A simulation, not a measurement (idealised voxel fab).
Process module name: voxel capacitor over wiring
Square cells of 5 nm make up the cross-section cut, whose width is 275 nm.
Cross-section, as written here: a square-cell grid given band by band from the top down, where a band holds one or more rows of cells. In this notation a band is specified by the heights of its top and bottom, in that order and in nm, after which its materials appear from left to right, each paired with its width in nm. The word "everywhere" attached to a single material means that material fills the band from edge to edge; the word "air" stands for empty space. The level at which height equals 0 is the one under which the wafer, as it arrives, is entirely one material. No lower edge exists for the bottom band, which continues downward and is notated as in "0 nm and below". Per-row width for "30->40": begins at first number (top row of band), ends at second number (bottom row), increment between rows held constant. Basically "identical to before" means that step didn't change any cell in the cross-section. In the "Voids, enclosed" entry, you get each enclosed empty space of 8 cells or more, one with no open way to the top, written width x height at distance, distance from the left edge, in nm. If you see something after the settings on a step's line, that's the simulator's own remark about that step. If you see "overlay nm" on a step's line and that step has a mask, it's telling you how far right of where it was planned the mask ended up; a negative number means it went left instead.

STEPS PLANNED FOR THE PROCESS
1,RECEIVE with material Si
2,CONFORMAL_DEP with material SiO2, thk nm 15
3,DIRECTIONAL_DEP with material TiN, thk nm 5
4,DIRECTIONAL_DEP with material W, thk nm 20
5,MASKED_ETCH with tone cover, mask id METAL_1, width nm 30, pitch nm 95, etch materials W, depth nm 20, overlay nm 0
6,MASKED_ETCH with tone cover, mask id METAL_1, width nm 30, pitch nm 95, etch materials TiN, depth nm 5, overlay nm 0
7,CONFORMAL_DEP with material SiCN, thk nm 5
8,FILL_DEP with material lowk, thk nm 10
9,CMP with height nm 40
10,CONFORMAL_DEP with material SiCN, thk nm 5
11,DIRECTIONAL_DEP with material SiO2, thk nm 15
12,PATTERN with tone open, mask id PLUG_1, material resist, width nm 15, thk nm 20, overlay nm 0
13,DIRECTIONAL_ETCH with etch materials SiO2, depth nm 15
14,DIRECTIONAL_ETCH with etch materials SiCN, depth nm 5
15,STRIP with etch materials resist
16,CONFORMAL_DEP with material TiN, thk nm 5
17,FILL_DEP with material Cu, thk nm 5
18,CMP with height nm 60
19,DIRECTIONAL_DEP with material TiN, thk nm 5
20,DIRECTIONAL_DEP with material Al2O3, thk nm 5
21,DIRECTIONAL_DEP with material TiN, thk nm 10
22,DIRECTIONAL_DEP with material aC, thk nm 10
23,PATTERN with tone cover, mask id UPPER_PLATE, material resist, width nm 70, thk nm 30, overlay nm 0
24,DIRECTIONAL_ETCH with etch materials aC, depth nm 10
25,STRIP with etch materials resist
26,DIRECTIONAL_ETCH with etch materials TiN, depth nm 10
27,DIRECTIONAL_ETCH with etch materials Al2O3, depth nm 5
28,STRIP with etch materials aC
29,MASKED_ETCH with tone cover, mask id LOWER_PLATE, width nm 80, etch materials TiN, depth nm 5, overlay nm 0
30,FILL_DEP with material SiO2, thk nm 20
31,CMP with height nm 95
32,DIRECTIONAL_DEP with material aC, thk nm 10
33,PATTERN with tone open, mask id PLUG_2, material resist, width nm 15, thk nm 30, overlay nm 0
34,DIRECTIONAL_ETCH with etch materials aC, depth nm 10
35,STRIP with etch materials resist
36,DIRECTIONAL_ETCH with etch materials SiO2, depth nm 15
37,STRIP with etch materials aC
38,CONFORMAL_DEP with material TiN, thk nm 5
39,FILL_DEP with material Ru, thk nm 5
40,CMP with height nm 95
41,CONFORMAL_DEP with material SiCN, thk nm 5

ACCOUNT OF THE FIRST OF TWO WAFERS, WHICH WAS PROCESSED AS INTENDED

CROSS-SECTIONAL VIEW OF THE WAFER IN ITS AS-RECEIVED CONDITION, CORRESPONDING TO THE STATE AFTER STEP 1
> 0 nm and below | Si everywhere
> Voids, enclosed: none

THE FOLLOWING CROSS-SECTION DEPICTS THE WAFER UPON COMPLETION OF STEP 2
> 15 nm to 0 nm | SiO2 everywhere
> Rest of section, below 0: as before.

THE FOLLOWING CROSS-SECTION DEPICTS THE WAFER UPON COMPLETION OF STEP 3
> 20 nm to 15 nm | TiN everywhere
> Rest of section, below 15: as before.

THE FOLLOWING CROSS-SECTION DEPICTS THE WAFER UPON COMPLETION OF STEP 4
> 40 nm to 20 nm | W everywhere
> Rest of section, below 20: as before.

THE FOLLOWING CROSS-SECTION DEPICTS THE WAFER UPON COMPLETION OF STEP 5
> 40 nm to 20 nm | 75 nm air | 30 nm W | 65 nm air | 30 nm W | 75 nm air
> Rest of section, below 20: as before.

THE FOLLOWING CROSS-SECTION DEPICTS THE WAFER UPON COMPLETION OF STEP 6
> 40 nm to 20 nm | 75 nm air | 30 nm W | 65 nm air | 30 nm W | 75 nm air
> 20 nm to 15 nm | 75 nm air | 30 nm TiN | 65 nm air | 30 nm TiN | 75 nm air
> Rest of section, below 15: as before.

THE FOLLOWING CROSS-SECTION DEPICTS THE WAFER UPON COMPLETION OF STEP 7
> 45 nm to 40 nm | 70 nm air | 40 nm SiCN | 55 nm air | 40 nm SiCN | 70 nm air
> 40 nm to 20 nm | 70 nm air | 5 nm SiCN | 30 nm W | 5 nm SiCN | 55 nm air | 5 nm SiCN | 30 nm W | 5 nm SiCN | 70 nm air
> 20 nm to 15 nm | 75 nm SiCN | 30 nm TiN | 65 nm SiCN | 30 nm TiN | 75 nm SiCN
> Rest of section, below 15: as before.

THE FOLLOWING CROSS-SECTION DEPICTS THE WAFER UPON COMPLETION OF STEP 8
> 55 nm to 45 nm | lowk everywhere
> 45 nm to 40 nm | 70 nm lowk | 40 nm SiCN | 55 nm lowk | 40 nm SiCN | 70 nm lowk
> 40 nm to 20 nm | 70 nm lowk | 5 nm SiCN | 30 nm W | 5 nm SiCN | 55 nm lowk | 5 nm SiCN | 30 nm W | 5 nm SiCN | 70 nm lowk
> Rest of section, below 20: as before.

THE FOLLOWING CROSS-SECTION DEPICTS THE WAFER UPON COMPLETION OF STEP 9
> 40 nm to 20 nm | 70 nm lowk | 5 nm SiCN | 30 nm W | 5 nm SiCN | 55 nm lowk | 5 nm SiCN | 30 nm W | 5 nm SiCN | 70 nm lowk
> Rest of section, below 20: as before.

THE FOLLOWING CROSS-SECTION DEPICTS THE WAFER UPON COMPLETION OF STEP 10
> 45 nm to 40 nm | SiCN everywhere
> Rest of section, below 40: as before.

THE FOLLOWING CROSS-SECTION DEPICTS THE WAFER UPON COMPLETION OF STEP 11
> 60 nm to 45 nm | SiO2 everywhere
> Rest of section, below 45: as before.

THE FOLLOWING CROSS-SECTION DEPICTS THE WAFER UPON COMPLETION OF STEP 12
> 80 nm to 60 nm | 90 nm resist | 15 nm air | 170 nm resist
> Rest of section, below 60: as before.

THE FOLLOWING CROSS-SECTION DEPICTS THE WAFER UPON COMPLETION OF STEP 13
> 80 nm to 60 nm | 90 nm resist | 15 nm air | 170 nm resist
> 60 nm to 45 nm | 90 nm SiO2 | 15 nm air | 170 nm SiO2
> Rest of section, below 45: as before.

THE FOLLOWING CROSS-SECTION DEPICTS THE WAFER UPON COMPLETION OF STEP 14
> 80 nm to 60 nm | 90 nm resist | 15 nm air | 170 nm resist
> 60 nm to 45 nm | 90 nm SiO2 | 15 nm air | 170 nm SiO2
> 45 nm to 40 nm | 90 nm SiCN | 15 nm air | 170 nm SiCN
> Rest of section, below 40: as before.

THE FOLLOWING CROSS-SECTION DEPICTS THE WAFER UPON COMPLETION OF STEP 15
> 60 nm to 45 nm | 90 nm SiO2 | 15 nm air | 170 nm SiO2
> Rest of section, below 45: as before.

THE FOLLOWING CROSS-SECTION DEPICTS THE WAFER UPON COMPLETION OF STEP 16
> 65 nm to 60 nm | 95 nm TiN | 5 nm air | 175 nm TiN
> 60 nm to 45 nm | 90 nm SiO2 | 5 nm TiN | 5 nm air | 5 nm TiN | 170 nm SiO2
> 45 nm to 40 nm | 90 nm SiCN | 15 nm TiN | 170 nm SiCN
> Rest of section, below 40: as before.

THE FOLLOWING CROSS-SECTION DEPICTS THE WAFER UPON COMPLETION OF STEP 17
> 70 nm to 65 nm | Cu everywhere
> 65 nm to 60 nm | 95 nm TiN | 5 nm Cu | 175 nm TiN
> 60 nm to 45 nm | 90 nm SiO2 | 5 nm TiN | 5 nm Cu | 5 nm TiN | 170 nm SiO2
> Rest of section, below 45: as before.

THE FOLLOWING CROSS-SECTION DEPICTS THE WAFER UPON COMPLETION OF STEP 18
> 60 nm to 45 nm | 90 nm SiO2 | 5 nm TiN | 5 nm Cu | 5 nm TiN | 170 nm SiO2
> Rest of section, below 45: as before.

THE FOLLOWING CROSS-SECTION DEPICTS THE WAFER UPON COMPLETION OF STEP 19
> 65 nm to 60 nm | TiN everywhere
> Rest of section, below 60: as before.

THE FOLLOWING CROSS-SECTION DEPICTS THE WAFER UPON COMPLETION OF STEP 20
> 70 nm to 65 nm | Al2O3 everywhere
> Rest of section, below 65: as before.

THE FOLLOWING CROSS-SECTION DEPICTS THE WAFER UPON COMPLETION OF STEP 21
> 80 nm to 70 nm | TiN everywhere
> Rest of section, below 70: as before.

THE FOLLOWING CROSS-SECTION DEPICTS THE WAFER UPON COMPLETION OF STEP 22
> 90 nm to 80 nm | aC everywhere
> Rest of section, below 80: as before.

THE FOLLOWING CROSS-SECTION DEPICTS THE WAFER UPON COMPLETION OF STEP 23
> 120 nm to 90 nm | 90 nm air | 70 nm resist | 115 nm air
> Rest of section, below 90: as before.

THE FOLLOWING CROSS-SECTION DEPICTS THE WAFER UPON COMPLETION OF STEP 24
> 110 nm to 90 nm | 90 nm air | 70 nm resist | 115 nm air
> 90 nm to 80 nm | 90 nm air | 70 nm aC | 115 nm air
> Rest of section, below 80: as before.

THE FOLLOWING CROSS-SECTION DEPICTS THE WAFER UPON COMPLETION OF STEP 25
> 90 nm to 80 nm | 90 nm air | 70 nm aC | 115 nm air
> Rest of section, below 80: as before.

THE FOLLOWING CROSS-SECTION DEPICTS THE WAFER UPON COMPLETION OF STEP 26
> 90 nm to 80 nm | 90 nm air | 70 nm aC | 115 nm air
> 80 nm to 70 nm | 90 nm air | 70 nm TiN | 115 nm air
> Rest of section, below 70: as before.

THE FOLLOWING CROSS-SECTION DEPICTS THE WAFER UPON COMPLETION OF STEP 27
> 90 nm to 80 nm | 90 nm air | 70 nm aC | 115 nm air
> 80 nm to 70 nm | 90 nm air | 70 nm TiN | 115 nm air
> 70 nm to 65 nm | 90 nm air | 70 nm Al2O3 | 115 nm air
> Rest of section, below 65: as before.

THE FOLLOWING CROSS-SECTION DEPICTS THE WAFER UPON COMPLETION OF STEP 28
> 80 nm to 70 nm | 90 nm air | 70 nm TiN | 115 nm air
> Rest of section, below 70: as before.

THE FOLLOWING CROSS-SECTION DEPICTS THE WAFER UPON COMPLETION OF STEP 29
> 80 nm to 70 nm | 90 nm air | 70 nm TiN | 115 nm air
> 70 nm to 65 nm | 90 nm air | 70 nm Al2O3 | 115 nm air
> 65 nm to 60 nm | 85 nm air | 80 nm TiN | 110 nm air
> Rest of section, below 60: as before.

THE FOLLOWING CROSS-SECTION DEPICTS THE WAFER UPON COMPLETION OF STEP 30
> 100 nm to 80 nm | SiO2 everywhere
> 80 nm to 70 nm | 90 nm SiO2 | 70 nm TiN | 115 nm SiO2
> 70 nm to 65 nm | 90 nm SiO2 | 70 nm Al2O3 | 115 nm SiO2
> 65 nm to 60 nm | 85 nm SiO2 | 80 nm TiN | 110 nm SiO2
> Rest of section, below 60: as before.

THE FOLLOWING CROSS-SECTION DEPICTS THE WAFER UPON COMPLETION OF STEP 31
> 95 nm to 80 nm | SiO2 everywhere
> Rest of section, below 80: as before.

THE FOLLOWING CROSS-SECTION DEPICTS THE WAFER UPON COMPLETION OF STEP 32
> 105 nm to 95 nm | aC everywhere
> Rest of section, below 95: as before.

THE FOLLOWING CROSS-SECTION DEPICTS THE WAFER UPON COMPLETION OF STEP 33
> 135 nm to 105 nm | 100 nm resist | 15 nm air | 160 nm resist
> Rest of section, below 105: as before.

THE FOLLOWING CROSS-SECTION DEPICTS THE WAFER UPON COMPLETION OF STEP 34
> 125 nm to 105 nm | 100 nm resist | 15 nm air | 160 nm resist
> 105 nm to 95 nm | 100 nm aC | 15 nm air | 160 nm aC
> Rest of section, below 95: as before.

THE FOLLOWING CROSS-SECTION DEPICTS THE WAFER UPON COMPLETION OF STEP 35
> 105 nm to 95 nm | 100 nm aC | 15 nm air | 160 nm aC
> Rest of section, below 95: as before.

THE FOLLOWING CROSS-SECTION DEPICTS THE WAFER UPON COMPLETION OF STEP 36
> 105 nm to 95 nm | 100 nm aC | 15 nm air | 160 nm aC
> 95 nm to 80 nm | 100 nm SiO2 | 15 nm air | 160 nm SiO2
> Rest of section, below 80: as before.

THE FOLLOWING CROSS-SECTION DEPICTS THE WAFER UPON COMPLETION OF STEP 37
> 95 nm to 80 nm | 100 nm SiO2 | 15 nm air | 160 nm SiO2
> Rest of section, below 80: as before.

THE FOLLOWING CROSS-SECTION DEPICTS THE WAFER UPON COMPLETION OF STEP 38
> 100 nm to 95 nm | 105 nm TiN | 5 nm air | 165 nm TiN
> 95 nm to 85 nm | 100 nm SiO2 | 5 nm TiN | 5 nm air | 5 nm TiN | 160 nm SiO2
> 85 nm to 80 nm | 100 nm SiO2 | 15 nm TiN | 160 nm SiO2
> Rest of section, below 80: as before.

THE FOLLOWING CROSS-SECTION DEPICTS THE WAFER UPON COMPLETION OF STEP 39
> 105 nm to 100 nm | Ru everywhere
> 100 nm to 95 nm | 105 nm TiN | 5 nm Ru | 165 nm TiN
> 95 nm to 85 nm | 100 nm SiO2 | 5 nm TiN | 5 nm Ru | 5 nm TiN | 160 nm SiO2
> Rest of section, below 85: as before.

THE FOLLOWING CROSS-SECTION DEPICTS THE WAFER UPON COMPLETION OF STEP 40
> 95 nm to 85 nm | 100 nm SiO2 | 5 nm TiN | 5 nm Ru | 5 nm TiN | 160 nm SiO2
> Rest of section, below 85: as before.

THE FOLLOWING CROSS-SECTION DEPICTS THE WAFER UPON COMPLETION OF STEP 41
> 100 nm to 95 nm | SiCN everywhere
> Rest of section, below 95: as before.

WAFER TWO. SAME START, SAME PLAN, ONE SLIP IN EXECUTION. SAME AS WAFER ONE THROUGH STEP 1, INCLUSIVE

SECOND WAFER: CROSS-SECTION AT THE SCHEDULED END OF STEP 2
> 30 nm to 0 nm | SiO2 everywhere
> Rest of section, below 0: as before.

SECOND WAFER: CROSS-SECTION AT THE SCHEDULED END OF STEP 3
> 35 nm to 30 nm | TiN everywhere
> Rest of section, below 30: as before.

SECOND WAFER: CROSS-SECTION AT THE SCHEDULED END OF STEP 4
> 55 nm to 35 nm | W everywhere
> Rest of section, below 35: as before.

SECOND WAFER: CROSS-SECTION AT THE SCHEDULED END OF STEP 5
> 55 nm to 35 nm | 75 nm air | 30 nm W | 65 nm air | 30 nm W | 75 nm air
> Rest of section, below 35: as before.

SECOND WAFER: CROSS-SECTION AT THE SCHEDULED END OF STEP 6
> 55 nm to 35 nm | 75 nm air | 30 nm W | 65 nm air | 30 nm W | 75 nm air
> 35 nm to 30 nm | 75 nm air | 30 nm TiN | 65 nm air | 30 nm TiN | 75 nm air
> Rest of section, below 30: as before.

SECOND WAFER: CROSS-SECTION AT THE SCHEDULED END OF STEP 7
> 60 nm to 55 nm | 70 nm air | 40 nm SiCN | 55 nm air | 40 nm SiCN | 70 nm air
> 55 nm to 35 nm | 70 nm air | 5 nm SiCN | 30 nm W | 5 nm SiCN | 55 nm air | 5 nm SiCN | 30 nm W | 5 nm SiCN | 70 nm air
> 35 nm to 30 nm | 75 nm SiCN | 30 nm TiN | 65 nm SiCN | 30 nm TiN | 75 nm SiCN
> Rest of section, below 30: as before.

SECOND WAFER: CROSS-SECTION AT THE SCHEDULED END OF STEP 8
> 70 nm to 60 nm | lowk everywhere
> 60 nm to 55 nm | 70 nm lowk | 40 nm SiCN | 55 nm lowk | 40 nm SiCN | 70 nm lowk
> 55 nm to 35 nm | 70 nm lowk | 5 nm SiCN | 30 nm W | 5 nm SiCN | 55 nm lowk | 5 nm SiCN | 30 nm W | 5 nm SiCN | 70 nm lowk
> Rest of section, below 35: as before.

SECOND WAFER: CROSS-SECTION AT THE SCHEDULED END OF STEP 9
> 40 nm to 35 nm | 70 nm lowk | 5 nm SiCN | 30 nm W | 5 nm SiCN | 55 nm lowk | 5 nm SiCN | 30 nm W | 5 nm SiCN | 70 nm lowk
> Rest of section, below 35: as before.

SECOND WAFER: CROSS-SECTION AT THE SCHEDULED END OF STEP 10
> 45 nm to 40 nm | SiCN everywhere
> Rest of section, below 40: as before.

SECOND WAFER: CROSS-SECTION AT THE SCHEDULED END OF STEP 11
> 60 nm to 45 nm | SiO2 everywhere
> Rest of section, below 45: as before.

SECOND WAFER: CROSS-SECTION AT THE SCHEDULED END OF STEP 12
> 80 nm to 60 nm | 90 nm resist | 15 nm air | 170 nm resist
> Rest of section, below 60: as before.

SECOND WAFER: CROSS-SECTION AT THE SCHEDULED END OF STEP 13
> 80 nm to 60 nm | 90 nm resist | 15 nm air | 170 nm resist
> 60 nm to 45 nm | 90 nm SiO2 | 15 nm air | 170 nm SiO2
> Rest of section, below 45: as before.

SECOND WAFER: CROSS-SECTION AT THE SCHEDULED END OF STEP 14
> 80 nm to 60 nm | 90 nm resist | 15 nm air | 170 nm resist
> 60 nm to 45 nm | 90 nm SiO2 | 15 nm air | 170 nm SiO2
> 45 nm to 40 nm | 90 nm SiCN | 15 nm air | 170 nm SiCN
> Rest of section, below 40: as before.

SECOND WAFER: CROSS-SECTION AT THE SCHEDULED END OF STEP 15
> 60 nm to 45 nm | 90 nm SiO2 | 15 nm air | 170 nm SiO2
> Rest of section, below 45: as before.

SECOND WAFER: CROSS-SECTION AT THE SCHEDULED END OF STEP 16
> 65 nm to 60 nm | 95 nm TiN | 5 nm air | 175 nm TiN
> 60 nm to 45 nm | 90 nm SiO2 | 5 nm TiN | 5 nm air | 5 nm TiN | 170 nm SiO2
> 45 nm to 40 nm | 90 nm SiCN | 15 nm TiN | 170 nm SiCN
> Rest of section, below 40: as before.

SECOND WAFER: CROSS-SECTION AT THE SCHEDULED END OF STEP 17
> 70 nm to 65 nm | Cu everywhere
> 65 nm to 60 nm | 95 nm TiN | 5 nm Cu | 175 nm TiN
> 60 nm to 45 nm | 90 nm SiO2 | 5 nm TiN | 5 nm Cu | 5 nm TiN | 170 nm SiO2
> Rest of section, below 45: as before.

SECOND WAFER: CROSS-SECTION AT THE SCHEDULED END OF STEP 18
> 60 nm to 45 nm | 90 nm SiO2 | 5 nm TiN | 5 nm Cu | 5 nm TiN | 170 nm SiO2
> Rest of section, below 45: as before.

SECOND WAFER: CROSS-SECTION AT THE SCHEDULED END OF STEP 19
> 65 nm to 60 nm | TiN everywhere
> Rest of section, below 60: as before.

SECOND WAFER: CROSS-SECTION AT THE SCHEDULED END OF STEP 20
> 70 nm to 65 nm | Al2O3 everywhere
> Rest of section, below 65: as before.

SECOND WAFER: CROSS-SECTION AT THE SCHEDULED END OF STEP 21
> 80 nm to 70 nm | TiN everywhere
> Rest of section, below 70: as before.

SECOND WAFER: CROSS-SECTION AT THE SCHEDULED END OF STEP 22
> 90 nm to 80 nm | aC everywhere
> Rest of section, below 80: as before.

SECOND WAFER: CROSS-SECTION AT THE SCHEDULED END OF STEP 23
> 120 nm to 90 nm | 90 nm air | 70 nm resist | 115 nm air
> Rest of section, below 90: as before.

SECOND WAFER: CROSS-SECTION AT THE SCHEDULED END OF STEP 24
> 110 nm to 90 nm | 90 nm air | 70 nm resist | 115 nm air
> 90 nm to 80 nm | 90 nm air | 70 nm aC | 115 nm air
> Rest of section, below 80: as before.

SECOND WAFER: CROSS-SECTION AT THE SCHEDULED END OF STEP 25
> 90 nm to 80 nm | 90 nm air | 70 nm aC | 115 nm air
> Rest of section, below 80: as before.

SECOND WAFER: CROSS-SECTION AT THE SCHEDULED END OF STEP 26
> 90 nm to 80 nm | 90 nm air | 70 nm aC | 115 nm air
> 80 nm to 70 nm | 90 nm air | 70 nm TiN | 115 nm air
> Rest of section, below 70: as before.

SECOND WAFER: CROSS-SECTION AT THE SCHEDULED END OF STEP 27
> 90 nm to 80 nm | 90 nm air | 70 nm aC | 115 nm air
> 80 nm to 70 nm | 90 nm air | 70 nm TiN | 115 nm air
> 70 nm to 65 nm | 90 nm air | 70 nm Al2O3 | 115 nm air
> Rest of section, below 65: as before.

SECOND WAFER: CROSS-SECTION AT THE SCHEDULED END OF STEP 28
> 80 nm to 70 nm | 90 nm air | 70 nm TiN | 115 nm air
> Rest of section, below 70: as before.

SECOND WAFER: CROSS-SECTION AT THE SCHEDULED END OF STEP 29
> 80 nm to 70 nm | 90 nm air | 70 nm TiN | 115 nm air
> 70 nm to 65 nm | 90 nm air | 70 nm Al2O3 | 115 nm air
> 65 nm to 60 nm | 85 nm air | 80 nm TiN | 110 nm air
> Rest of section, below 60: as before.

SECOND WAFER: CROSS-SECTION AT THE SCHEDULED END OF STEP 30
> 100 nm to 80 nm | SiO2 everywhere
> 80 nm to 70 nm | 90 nm SiO2 | 70 nm TiN | 115 nm SiO2
> 70 nm to 65 nm | 90 nm SiO2 | 70 nm Al2O3 | 115 nm SiO2
> 65 nm to 60 nm | 85 nm SiO2 | 80 nm TiN | 110 nm SiO2
> Rest of section, below 60: as before.

SECOND WAFER: CROSS-SECTION AT THE SCHEDULED END OF STEP 31
> 95 nm to 80 nm | SiO2 everywhere
> Rest of section, below 80: as before.

SECOND WAFER: CROSS-SECTION AT THE SCHEDULED END OF STEP 32
> 105 nm to 95 nm | aC everywhere
> Rest of section, below 95: as before.

SECOND WAFER: CROSS-SECTION AT THE SCHEDULED END OF STEP 33
> 135 nm to 105 nm | 100 nm resist | 15 nm air | 160 nm resist
> Rest of section, below 105: as before.

SECOND WAFER: CROSS-SECTION AT THE SCHEDULED END OF STEP 34
> 125 nm to 105 nm | 100 nm resist | 15 nm air | 160 nm resist
> 105 nm to 95 nm | 100 nm aC | 15 nm air | 160 nm aC
> Rest of section, below 95: as before.

SECOND WAFER: CROSS-SECTION AT THE SCHEDULED END OF STEP 35
> 105 nm to 95 nm | 100 nm aC | 15 nm air | 160 nm aC
> Rest of section, below 95: as before.

SECOND WAFER: CROSS-SECTION AT THE SCHEDULED END OF STEP 36
> 105 nm to 95 nm | 100 nm aC | 15 nm air | 160 nm aC
> 95 nm to 80 nm | 100 nm SiO2 | 15 nm air | 160 nm SiO2
> Rest of section, below 80: as before.

SECOND WAFER: CROSS-SECTION AT THE SCHEDULED END OF STEP 37
> 95 nm to 80 nm | 100 nm SiO2 | 15 nm air | 160 nm SiO2
> Rest of section, below 80: as before.

SECOND WAFER: CROSS-SECTION AT THE SCHEDULED END OF STEP 38
> 100 nm to 95 nm | 105 nm TiN | 5 nm air | 165 nm TiN
> 95 nm to 85 nm | 100 nm SiO2 | 5 nm TiN | 5 nm air | 5 nm TiN | 160 nm SiO2
> 85 nm to 80 nm | 100 nm SiO2 | 15 nm TiN | 160 nm SiO2
> Rest of section, below 80: as before.

SECOND WAFER: CROSS-SECTION AT THE SCHEDULED END OF STEP 39
> 105 nm to 100 nm | Ru everywhere
> 100 nm to 95 nm | 105 nm TiN | 5 nm Ru | 165 nm TiN
> 95 nm to 85 nm | 100 nm SiO2 | 5 nm TiN | 5 nm Ru | 5 nm TiN | 160 nm SiO2
> Rest of section, below 85: as before.

SECOND WAFER: CROSS-SECTION AT THE SCHEDULED END OF STEP 40
> 95 nm to 85 nm | 100 nm SiO2 | 5 nm TiN | 5 nm Ru | 5 nm TiN | 160 nm SiO2
> Rest of section, below 85: as before.

SECOND WAFER: CROSS-SECTION AT THE SCHEDULED END OF STEP 41
> 100 nm to 95 nm | SiCN everywhere
> Rest of section, below 95: as before.
It is concluded that the wafer was processed incorrectly with respect to the plan, in that plan step 2 was conducted twice
Looking at both finished wafers in cells, the second ends up ahead of or behind the first on some materials: SiCN -12; SiO2 +165; W -36; lowk -117
